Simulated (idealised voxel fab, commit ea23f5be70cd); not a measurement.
voxel plated lines: a process module
Cross-section cut spans 215 nm and uses square cells 5 nm in size.
If you're reading a cross-section in this doc, picture square cells in a grid; it comes to you as bands, top ones listed first down to the bottom, and a band can be one or more rows of cells. Each band's line starts with the height of the band's top and of its bottom, in nm. Then come its materials from left to right, each with its width in nm. One material with "full width" fills the band from edge to edge. "empty" is empty space. All heights in this document are referenced to 0, defined as the level beneath which the wafer, as received, consists entirely of one material. The lowest band is not bounded below; it extends indefinitely downward and is written in the form "0 nm and below". So if you see something like "30->40" for the width, read it as the top row of the band sitting at the first number and the bottom row at the second, with every row in between moving by the same amount as the last. Where a step carries "nothing got changed", the cross-section came out of it unchanged, cell for cell. The list in "Sealed void inventory" covers empty spaces of 8 cells or more that cannot reach the top through any open way, and it gives each as width x height at distance; the distance is from the left edge, and width, height and distance are in nm. Read whatever lies past the settings on a step's line as the simulator's own remark about the step. If you see "overlay nm" on a step's line and that step has a mask, it's telling you how far right of where it was planned the mask ended up; a negative number means it went left instead.

**List of planned process steps**
- 1: RECEIVE | material Si
- 2: CONFORMAL_DEP | material SiN | thk nm 10
- 3: DIRECTIONAL_DEP | material TiN | thk nm 5
- 4: PATTERN | tone open | mask id LINES | material resist | width nm 25 | pitch nm 45 | thk nm 40 | overlay nm 0
- 5: EPI | material Ru | thk nm 10
- 6: EPI | material Ru | thk nm 10
- 7: EPI | material Ru | thk nm 10
- 8: STRIP | etch materials resist
- 9: DIRECTIONAL_ETCH | etch materials TiN | depth nm 5
- 10: CONFORMAL_DEP | material SiCN | thk nm 10

**The following pertains to the first of two wafers, which was processed as planned**

**Cross-sectional view of the wafer in its as-received condition, corresponding to the state after step 1**
	0 nm and below  Si full width
	Sealed void inventory: none

**The wafer, seen in cross-section, after step 2**
	10 nm to 0 nm  SiN full width
	below 0: unchanged

**The wafer, seen in cross-section, after step 3**
	15 nm to 10 nm  TiN full width
	below 10: unchanged

**The wafer, seen in cross-section, after step 4**
	55 nm to 15 nm  50 resist, then 25 empty, then 20 resist, then 25 empty, then 20 resist, then 25 empty, then 50 resist
	below 15: unchanged

**The wafer, seen in cross-section, after step 5**
	55 nm to 25 nm  50 resist, then 25 empty, then 20 resist, then 25 empty, then 20 resist, then 25 empty, then 50 resist
	25 nm to 15 nm  50 resist, then 25 Ru, then 20 resist, then 25 Ru, then 20 resist, then 25 Ru, then 50 resist
	below 15: unchanged

**The wafer, seen in cross-section, after step 6**
	55 nm to 35 nm  50 resist, then 25 empty, then 20 resist, then 25 empty, then 20 resist, then 25 empty, then 50 resist
	35 nm to 15 nm  50 resist, then 25 Ru, then 20 resist, then 25 Ru, then 20 resist, then 25 Ru, then 50 resist
	below 15: unchanged

**The wafer, seen in cross-section, after step 7**
	55 nm to 45 nm  50 resist, then 25 empty, then 20 resist, then 25 empty, then 20 resist, then 25 empty, then 50 resist
	45 nm to 15 nm  50 resist, then 25 Ru, then 20 resist, then 25 Ru, then 20 resist, then 25 Ru, then 50 resist
	below 15: unchanged

**The wafer, seen in cross-section, after step 8**
	45 nm to 15 nm  50 empty, then 25 Ru, then 20 empty, then 25 Ru, then 20 empty, then 25 Ru, then 50 empty
	below 15: unchanged

**The wafer, seen in cross-section, after step 9**
	45 nm to 15 nm  50 empty, then 25 Ru, then 20 empty, then 25 Ru, then 20 empty, then 25 Ru, then 50 empty
	15 nm to 10 nm  50 empty, then 25 TiN, then 20 empty, then 25 TiN, then 20 empty, then 25 TiN, then 50 empty
	below 10: unchanged

**The wafer, seen in cross-section, after step 10**
	55 nm to 45 nm  40 empty, then 135 SiCN, then 40 empty
	45 nm to 20 nm  40 empty, then 10 SiCN, then 25 Ru, then 20 SiCN, then 25 Ru, then 20 SiCN, then 25 Ru, then 10 SiCN, then 40 empty
	20 nm to 15 nm  50 SiCN, then 25 Ru, then 20 SiCN, then 25 Ru, then 20 SiCN, then 25 Ru, then 50 SiCN
	15 nm to 10 nm  50 SiCN, then 25 TiN, then 20 SiCN, then 25 TiN, then 20 SiCN, then 25 TiN, then 50 SiCN
	below 10: unchanged

**The second wafer was prepared from the same starting point and under the same plan as the first; its processing contained one mistake, and it remains indistinguishable from the first wafer up to and including step 4**

**Second wafer at the planned finish of step 7, seen in cross-section**
	55 nm to 15 nm  50 resist, then 25 Ru, then 20 resist, then 25 Ru, then 20 resist, then 25 Ru, then 50 resist
	below 15: unchanged

**Second wafer at the planned finish of step 8, seen in cross-section**
	55 nm to 15 nm  50 empty, then 25 Ru, then 20 empty, then 25 Ru, then 20 empty, then 25 Ru, then 50 empty
	below 15: unchanged

**Second wafer at the planned finish of step 9, seen in cross-section**
	55 nm to 15 nm  50 empty, then 25 Ru, then 20 empty, then 25 Ru, then 20 empty, then 25 Ru, then 50 empty
	15 nm to 10 nm  50 empty, then 25 TiN, then 20 empty, then 25 TiN, then 20 empty, then 25 TiN, then 50 empty
	below 10: unchanged

**Second wafer at the planned finish of step 10, seen in cross-section**
	65 nm to 55 nm  40 empty, then 135 SiCN, then 40 empty
	55 nm to 20 nm  40 empty, then 10 SiCN, then 25 Ru, then 20 SiCN, then 25 Ru, then 20 SiCN, then 25 Ru, then 10 SiCN, then 40 empty
	20 nm to 15 nm  50 SiCN, then 25 Ru, then 20 SiCN, then 25 Ru, then 20 SiCN, then 25 Ru, then 50 SiCN
	15 nm to 10 nm  50 SiCN, then 25 TiN, then 20 SiCN, then 25 TiN, then 20 SiCN, then 25 TiN, then 50 SiCN
	below 10: unchanged
It is concluded that the wafer was processed incorrectly with respect to the plan, in that run twice: one of 5, 6 and 7 (all identical), which one unknown
Once processing is complete, comparing cell counts shows that the second wafer has more or fewer of certain materials than the first: Ru: 30 more, SiCN: 24 more
